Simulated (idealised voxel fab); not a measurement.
The process module that follows is named voxel double patterning.
The figure presents cross-section cut, which has a width of 220 nm and is divided into square cells with an edge length of 5 nm.
Cross-section = grid of square cells, listed top down in bands; band = one or more rows. Per band: top height and bottom height in nm, followed by the left-to-right materials and their widths in nm; "throughout" marks a single material spanning edge to edge, "blank" marks empty space. It should be noted that heights are counted from 0, beneath which the wafer as supplied is of one material throughout, and that the lowest band possesses no lower boundary but continues downward, as written in "0 and below". So if you see something like "30->40" for the width, read it as the top row of the band sitting at the first number and the bottom row at the second, with every row in between moving by the same amount as the last. "remained unchanged" means the step left every cell of the cross-section as it was. "Fully sealed cavities" specifies each empty space that is not open to the top and that occupies no fewer than 8 cells, using the form width x height at distance, the distance measured from the left edge and all three quantities in nm. On a step's line, text after the settings is the simulator commenting on that step. Among the settings permitted on a step's line is "overlay nm"; applied to a step with a mask, it specifies the extent to which the mask lay to the right of its planned position, whereas a negative figure signifies a position to the left.

**Intended process steps**
1. RECEIVE [material Si]
2. CONFORMAL_DEP [material SiO2] [thk nm 5]
3. DIRECTIONAL_DEP [material TiN] [thk nm 15]
4. DIRECTIONAL_DEP [material SiCN] [thk nm 10]
5. PATTERN [tone open] [mask id FIRST] [material resist] [width nm 15] [pitch nm 50] [thk nm 15] [overlay nm 0]
6. DIRECTIONAL_ETCH [etch materials SiCN] [depth nm 10]
7. STRIP [etch materials resist]
8. DIRECTIONAL_DEP [material aC] [thk nm 10]
9. PATTERN [tone open] [mask id SECOND] [material resist] [width nm 15] [thk nm 25] [overlay nm 0]
10. DIRECTIONAL_ETCH [etch materials aC] [depth nm 10]
11. STRIP [etch materials resist]
12. DIRECTIONAL_ETCH [etch materials SiCN] [depth nm 10]
13. STRIP [etch materials aC]
14. DIRECTIONAL_ETCH [etch materials TiN] [depth nm 15]
15. STRIP [etch materials SiCN]

**First out of two wafers; run went to plan**

**Cross-section of the wafer at receipt, which is the condition after step 1**
- 0 and below  Si throughout
- Fully sealed cavities: none

**The following cross-section depicts the wafer upon completion of step 2**
- 5 down to 0  SiO2 throughout
- Beneath the level 0, the cross-section is identical to its previous state.

**The following cross-section depicts the wafer upon completion of step 3**
- 20 down to 5  TiN throughout
- Beneath the level 5, the cross-section is identical to its previous state.

**The following cross-section depicts the wafer upon completion of step 4**
- 30 down to 20  SiCN throughout
- Beneath the level 20, the cross-section is identical to its previous state.

**The following cross-section depicts the wafer upon completion of step 5**
- 45 down to 30  resist: 75, then blank: 15, then resist: 35, then blank: 15, then resist: 80
- Beneath the level 30, the cross-section is identical to its previous state.

**The following cross-section depicts the wafer upon completion of step 6**
- 45 down to 30  resist: 75, then blank: 15, then resist: 35, then blank: 15, then resist: 80
- 30 down to 20  SiCN: 75, then blank: 15, then SiCN: 35, then blank: 15, then SiCN: 80
- Beneath the level 20, the cross-section is identical to its previous state.

**The following cross-section depicts the wafer upon completion of step 7**
- 30 down to 20  SiCN: 75, then blank: 15, then SiCN: 35, then blank: 15, then SiCN: 80
- Beneath the level 20, the cross-section is identical to its previous state.

**The following cross-section depicts the wafer upon completion of step 8**
- 40 down to 30  aC: 75, then blank: 15, then aC: 35, then blank: 15, then aC: 80
- 30 down to 20  SiCN: 75, then aC: 15, then SiCN: 35, then aC: 15, then SiCN: 80
- Beneath the level 20, the cross-section is identical to its previous state.

**The following cross-section depicts the wafer upon completion of step 9**
- 65 down to 40  resist: 100, then blank: 15, then resist: 105
- 40 down to 30  aC: 75, then resist: 15, then aC: 35, then resist: 15, then aC: 80
- Beneath the level 30, the cross-section is identical to its previous state.

**The following cross-section depicts the wafer upon completion of step 10**
- 55 down to 40  resist: 100, then blank: 15, then resist: 105
- 40 down to 30  aC: 75, then resist: 15, then aC: 10, then blank: 15, then aC: 10, then resist: 15, then aC: 80
- Beneath the level 30, the cross-section is identical to its previous state.

**The following cross-section depicts the wafer upon completion of step 11**
- 40 down to 30  aC: 75, then blank: 15, then aC: 10, then blank: 15, then aC: 10, then blank: 15, then aC: 80
- Beneath the level 30, the cross-section is identical to its previous state.

**The following cross-section depicts the wafer upon completion of step 12**
- 40 down to 30  aC: 75, then blank: 15, then aC: 10, then blank: 15, then aC: 10, then blank: 15, then aC: 80
- 30 down to 20  SiCN: 75, then aC: 15, then SiCN: 10, then blank: 15, then SiCN: 10, then aC: 15, then SiCN: 80
- Beneath the level 20, the cross-section is identical to its previous state.

**The following cross-section depicts the wafer upon completion of step 13**
- 30 down to 20  SiCN: 75, then blank: 15, then SiCN: 10, then blank: 15, then SiCN: 10, then blank: 15, then SiCN: 80
- Beneath the level 20, the cross-section is identical to its previous state.

**The following cross-section depicts the wafer upon completion of step 14**
- 30 down to 20  SiCN: 75, then blank: 15, then SiCN: 10, then blank: 15, then SiCN: 10, then blank: 15, then SiCN: 80
- 20 down to 5  TiN: 75, then blank: 15, then TiN: 10, then blank: 15, then TiN: 10, then blank: 15, then TiN: 80
- Beneath the level 5, the cross-section is identical to its previous state.

**The following cross-section depicts the wafer upon completion of step 15**
- 20 down to 5  TiN: 75, then blank: 15, then TiN: 10, then blank: 15, then TiN: 10, then blank: 15, then TiN: 80
- Beneath the level 5, the cross-section is identical to its previous state.

**Now the other wafer: same start, same recipe, but we messed up one thing when running it. Up to and including step 1 it's the same as the first one**

**At the planned end of step 2, the second wafer in cross-section**
- 15 down to 0  TiN throughout
- Beneath the level 0, the cross-section is identical to its previous state.

**At the planned end of step 3, the second wafer in cross-section**
- 20 down to 15  SiO2 throughout
- Beneath the level 15, the cross-section is identical to its previous state.

**At the planned end of step 4, the second wafer in cross-section**
- 30 down to 20  SiCN throughout
- Beneath the level 20, the cross-section is identical to its previous state.

**At the planned end of step 5, the second wafer in cross-section**
- 45 down to 30  resist: 75, then blank: 15, then resist: 35, then blank: 15, then resist: 80
- Beneath the level 30, the cross-section is identical to its previous state.

**At the planned end of step 6, the second wafer in cross-section**
- 45 down to 30  resist: 75, then blank: 15, then resist: 35, then blank: 15, then resist: 80
- 30 down to 20  SiCN: 75, then blank: 15, then SiCN: 35, then blank: 15, then SiCN: 80
- Beneath the level 20, the cross-section is identical to its previous state.

**At the planned end of step 7, the second wafer in cross-section**
- 30 down to 20  SiCN: 75, then blank: 15, then SiCN: 35, then blank: 15, then SiCN: 80
- Beneath the level 20, the cross-section is identical to its previous state.

**At the planned end of step 8, the second wafer in cross-section**
- 40 down to 30  aC: 75, then blank: 15, then aC: 35, then blank: 15, then aC: 80
- 30 down to 20  SiCN: 75, then aC: 15, then SiCN: 35, then aC: 15, then SiCN: 80
- Beneath the level 20, the cross-section is identical to its previous state.

**At the planned end of step 9, the second wafer in cross-section**
- 65 down to 40  resist: 100, then blank: 15, then resist: 105
- 40 down to 30  aC: 75, then resist: 15, then aC: 35, then resist: 15, then aC: 80
- Beneath the level 30, the cross-section is identical to its previous state.

**At the planned end of step 10, the second wafer in cross-section**
- 55 down to 40  resist: 100, then blank: 15, then resist: 105
- 40 down to 30  aC: 75, then resist: 15, then aC: 10, then blank: 15, then aC: 10, then resist: 15, then aC: 80
- Beneath the level 30, the cross-section is identical to its previous state.

**At the planned end of step 11, the second wafer in cross-section**
- 40 down to 30  aC: 75, then blank: 15, then aC: 10, then blank: 15, then aC: 10, then blank: 15, then aC: 80
- Beneath the level 30, the cross-section is identical to its previous state.

**At the planned end of step 12, the second wafer in cross-section**
- 40 down to 30  aC: 75, then blank: 15, then aC: 10, then blank: 15, then aC: 10, then blank: 15, then aC: 80
- 30 down to 20  SiCN: 75, then aC: 15, then SiCN: 10, then blank: 15, then SiCN: 10, then aC: 15, then SiCN: 80
- Beneath the level 20, the cross-section is identical to its previous state.

**At the planned end of step 13, the second wafer in cross-section**
- 30 down to 20  SiCN: 75, then blank: 15, then SiCN: 10, then blank: 15, then SiCN: 10, then blank: 15, then SiCN: 80
- Beneath the level 20, the cross-section is identical to its previous state.

At the planned end of step 14, the second wafer in cross-section: remained unchanged

**At the planned end of step 15, the second wafer in cross-section**
- 20 down to 15  SiO2 throughout
- Beneath the level 15, the cross-section is identical to its previous state.
Diagnosis: steps 2 and 3 got flipped, so each one ran where the other should have
Materials where the second wafer ends with more or fewer cells than the first: 27 more of TiN
